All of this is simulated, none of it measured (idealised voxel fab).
Name of the process module below: voxel plated lines
The width of the displayed cross-section, cut, is 210 nm; its cells are square, with a size of 5 nm.
Cross-section, as written here: a square-cell grid given band by band from the top down, where a band holds one or more rows of cells. Top height, bottom height, nm. Materials left to right, width each, nm. Single material + "all across" = fills band edge to edge. "air" = empty. Height is counted from the level 0, under which the received wafer is composed throughout of one material. The lowest of the bands is not closed at the bottom but continues downward, in the notation "0 -> down". Note: "30..40" means the width goes from the first number (top row of the band) to the second number (bottom row) in equal steps per row of cells. "nothing altered" means the step left every cell of the cross-section as it was. "Closed empty spaces" enumerates empty spaces isolated from the top, with no open way to it, that contain at least 8 cells, giving each as width x height at distance from the left edge, all three in nm. Formally, on a step line, whatever follows the settings is a remark that the simulator itself makes on the step. "overlay nm" answers the question of how far to the right of plan the mask lay on a step that has a mask, and when it is negative the answer is to the left.
Steps planned for the process
1: RECEIVE [material Si]
2: CONFORMAL_DEP [material Al2O3] [thk nm 10]
3: DIRECTIONAL_DEP [material TiN] [thk nm 5]
4: PATTERN [tone open] [mask id LINES] [material resist] [width nm 25] [pitch nm 40] [thk nm 40] [overlay nm -15]
5: EPI [material Ru] [thk nm 10]
6: EPI [material Ru] [thk nm 10]
7: EPI [material Ru] [thk nm 10]
8: STRIP [etch materials resist]
9: DIRECTIONAL_ETCH [etch materials TiN] [depth nm 5]
10: CONFORMAL_DEP [material SiN] [thk nm 10]
The plan's step 4 overlay nm is the first wafer's value; the wafers differ in this setting and start identical.
Step 1 complete: as-received cross-section of the first of several wafers
* 0 -> down = Si all across
* Closed empty spaces: none
Table: wafers, a row each; end-of-module cell change per material since receipt, gain (+), loss (-); then closed voids
overlay nm -15 | +84 Al2O3 | +60 Ru | +133 SiN | +10 TiN | Closed empty spaces: none
overlay nm -10 | +84 Al2O3 | +60 Ru | +133 SiN | +10 TiN | Closed empty spaces: none
overlay nm -5 | +84 Al2O3 | +60 Ru | +133 SiN | +10 TiN | Closed empty spaces: none
overlay nm 0 | +84 Al2O3 | +60 Ru | +133 SiN | +10 TiN | Closed empty spaces: none
overlay nm 5 | +84 Al2O3 | +60 Ru | +133 SiN | +10 TiN | Closed empty spaces: none
overlay nm 10 | +84 Al2O3 | +60 Ru | +133 SiN | +10 TiN | Closed empty spaces: none
overlay nm 15 | +84 Al2O3 | +60 Ru | +133 SiN | +10 TiN | Closed empty spaces: none
